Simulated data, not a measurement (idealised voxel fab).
process module | voxel lift off
cross-section cut | 165 nm wide | cells 5 nm
A cross-section is a grid of square cells, given in bands from the top down. A band is one or more rows of cells.
Each band's line starts with the height of the band's top and of its bottom, in nm. Then come its materials from left to right, each with its width in nm. One material with "throughout" fills the band from edge to edge. "air" is empty space.
Height 0 is the level under which the wafer as received is all one material. The lowest band goes on downwards, as in "0 down".
A width such as "30 to 40" changes by the same amount from each row of cells to the next, from the band's top row to its bottom row.
"no change" after a step means that no cell of the cross-section changed.
closed voids: empty space of 8 cells or more with no open way to the top, each as width x height at its distance from the left edge, in nm
after a step's settings: what the simulator itself notes on the step
overlay nm, on a step with a mask: how far to the right of its planned place the mask lay; to the left if negative
plan
1 op RECEIVE | material Si
2 op CONFORMAL_DEP | material SiO2 | thk nm 15
3 op PATTERN | tone open | mask id LINES | material resist | width nm 20 | pitch nm 35 | thk nm 25 | overlay nm 0
4 op DIRECTIONAL_DEP | material Ru | thk nm 15
5 op STRIP | etch materials resist
6 op CONFORMAL_DEP | material SiN | thk nm 10
as received, after step 1
  0 down: Si throughout
  closed voids: none
a wafer at the end: this start, this plan, one mistake
  30 to 20: air 25 | SiN 110 | air 30
  20 to 15: air 25 | SiN 10 | Ru 20 | SiN 15 | Ru 20 | SiN 15 | Ru 20 | SiN 10 | air 30
  15 to 5: SiN 35 | Ru 20 | SiN 15 | Ru 20 | SiN 15 | Ru 20 | SiN 40
  5 to 0: SiO2 throughout
  0 down: Si throughout
  closed voids: none
what went wrong: step 2 ran as: op CONFORMAL_DEP | material SiO2 | thk nm 5
